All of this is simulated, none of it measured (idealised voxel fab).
process module | voxel capacitor over wiring
cross-section cut | 260 nm wide | cells 5 nm
A cross-section is a grid of square cells, given in bands from the top down. A band is one or more rows of cells.
Each band's line starts with the height of the band's top and of its bottom, in nm. Then come its materials from left to right, each with its width in nm. One material with "throughout" fills the band from edge to edge. "air" is empty space.
Height 0 is the level under which the wafer as received is all one material. The lowest band goes on downwards, as in "0 down".
A width such as "30 to 40" changes by the same amount from each row of cells to the next, from the band's top row to its bottom row.
"no change" after a step means that no cell of the cross-section changed.
closed voids: empty space of 8 cells or more with no open way to the top, each as width x height at its distance from the left edge, in nm
after a step's settings: what the simulator itself notes on the step
overlay nm, on a step with a mask: how far to the right of its planned place the mask lay; to the left if negative
plan
1 op RECEIVE | material Si
2 op CONFORMAL_DEP | material SiO2 | thk nm 10
3 op CONFORMAL_DEP | material SiN | thk nm 5
4 op DIRECTIONAL_DEP | material lowk | thk nm 25
5 op DIRECTIONAL_DEP | material aC | thk nm 15
6 op PATTERN | tone open | mask id METAL_1 | material resist | width nm 20 | pitch nm 80 | thk nm 30 | overlay nm 0
7 op DIRECTIONAL_ETCH | etch materials aC | depth nm 15
8 op STRIP | etch materials resist
9 op DIRECTIONAL_ETCH | etch materials lowk | depth nm 25
10 op DIRECTIONAL_ETCH | etch materials SiN | depth nm 5
11 op STRIP | etch materials aC
12 op CONFORMAL_DEP | material TiN | thk nm 5
13 op FILL_DEP | material Cu | thk nm 5
14 op CMP | height nm 40
15 op CONFORMAL_DEP | material SiCN | thk nm 5
16 op DIRECTIONAL_DEP | material SiO2 | thk nm 20
17 op PATTERN | tone open | mask id PLUG_1 | material resist | width nm 15 | thk nm 20 | overlay nm 0
18 op DIRECTIONAL_ETCH | etch materials SiO2 | depth nm 20
19 op DIRECTIONAL_ETCH | etch materials SiCN | depth nm 5
20 op STRIP | etch materials resist
21 op EPI | material Ru | thk nm 10
22 op EPI | material Ru | thk nm 10
23 op EPI | material Ru | thk nm 5
24 op DIRECTIONAL_DEP | material TiN | thk nm 5
25 op DIRECTIONAL_DEP | material Al2O3 | thk nm 5
26 op DIRECTIONAL_DEP | material TiN | thk nm 5
27 op PATTERN | tone cover | mask id UPPER_PLATE | material resist | width nm 65 | thk nm 20 | overlay nm 0
28 op DIRECTIONAL_ETCH | etch materials TiN | depth nm 5
29 op DIRECTIONAL_ETCH | etch materials Al2O3 | depth nm 5
30 op STRIP | etch materials resist
31 op DIRECTIONAL_DEP | material aC | thk nm 10
32 op PATTERN | tone cover | mask id LOWER_PLATE | material resist | width nm 75 | thk nm 25 | overlay nm 0
33 op DIRECTIONAL_ETCH | etch materials aC | depth nm 10
34 op STRIP | etch materials resist
35 op DIRECTIONAL_ETCH | etch materials TiN | depth nm 5
36 op STRIP | etch materials aC
37 op FILL_DEP | material SiO2 | thk nm 20
38 op CMP | height nm 95
39 op DIRECTIONAL_DEP | material aC | thk nm 15
40 op PATTERN | tone open | mask id PLUG_2 | material resist | width nm 15 | thk nm 30 | overlay nm 0
41 op DIRECTIONAL_ETCH | etch materials aC | depth nm 15
42 op STRIP | etch materials resist
43 op DIRECTIONAL_ETCH | etch materials SiO2 | depth nm 15
44 op STRIP | etch materials aC
45 op CONFORMAL_DEP | material TiN | thk nm 5
46 op FILL_DEP | material Cu | thk nm 10
47 op CMP | height nm 95
48 op CONFORMAL_DEP | material SiN | thk nm 5
varied across the wafers: width nm of step 40. The plan shows the first wafer's value. All wafers start alike
first wafer as received, after step 1
  0 down: Si throughout
  closed voids: none
each wafer at the end: cells of each material gained (+) or lost (-) since it was received, then its closed voids
width nm 15 | +13 Al2O3 | +22 Cu | +15 Ru | +49 SiCN | +96 SiN | +562 SiO2 | +63 TiN | +220 lowk | closed voids: none
width nm 20 | +13 Al2O3 | +24 Cu | +15 Ru | +49 SiCN | +96 SiN | +559 SiO2 | +64 TiN | +220 lowk | closed voids: none
width nm 25 | +13 Al2O3 | +26 Cu | +15 Ru | +49 SiCN | +96 SiN | +556 SiO2 | +65 TiN | +220 lowk | closed voids: none
width nm 30 | +13 Al2O3 | +28 Cu | +15 Ru | +49 SiCN | +96 SiN | +553 SiO2 | +66 TiN | +220 lowk | closed voids: none
